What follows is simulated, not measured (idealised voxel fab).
process module | voxel ribs on slabs
cross-section cut | 185 nm wide | cells 5 nm
A cross-section is a grid of square cells, given in bands from the top down. A band is one or more rows of cells.
Each band's line starts with the height of the band's top and of its bottom, in nm. Then come its materials from left to right, each with its width in nm. One material with "throughout" fills the band from edge to edge. "air" is empty space.
Height 0 is the level under which the wafer as received is all one material. The lowest band goes on downwards, as in "0 down".
A width such as "30 to 40" changes by the same amount from each row of cells to the next, from the band's top row to its bottom row.
"no change" after a step means that no cell of the cross-section changed.
closed voids: empty space of 8 cells or more with no open way to the top, each as width x height at its distance from the left edge, in nm
after a step's settings: what the simulator itself notes on the step
overlay nm, on a step with a mask: how far to the right of its planned place the mask lay; to the left if negative
plan
1 op RECEIVE | material Si
2 op DIRECTIONAL_DEP | material SiO2 | thk nm 25
3 op DIRECTIONAL_DEP | material polySi | thk nm 15
4 op PATTERN | tone cover | mask id RIB | material resist | width nm 25 | thk nm 15 | overlay nm 0
5 op DIRECTIONAL_ETCH | etch materials polySi | depth nm 10
6 op STRIP | etch materials resist
7 op MASKED_ETCH | tone cover | mask id SLAB | width nm 65 | etch materials polySi | depth nm 5 | overlay nm 0
8 op FILL_DEP | material SiO2 | thk nm 20
9 op CMP | height nm 50
10 op DIRECTIONAL_DEP | material TiN | thk nm 10
11 op MASKED_ETCH | tone cover | mask id HEATER | width nm 35 | etch materials TiN | depth nm 10 | overlay nm 0
12 op CONFORMAL_DEP | material SiN | thk nm 5
as received, after step 1
  0 down: Si throughout
  closed voids: none
a wafer at the end: this start, this plan, one mistake
  60 to 50: air 75 | TiN 35 | air 75
  50 to 40: SiO2 throughout
  40 to 30: SiO2 80 | polySi 25 | SiO2 80
  30 to 25: SiO2 60 | polySi 65 | SiO2 60
  25 to 0: SiO2 throughout
  0 down: Si throughout
  closed voids: none
what went wrong: step 12 was left out
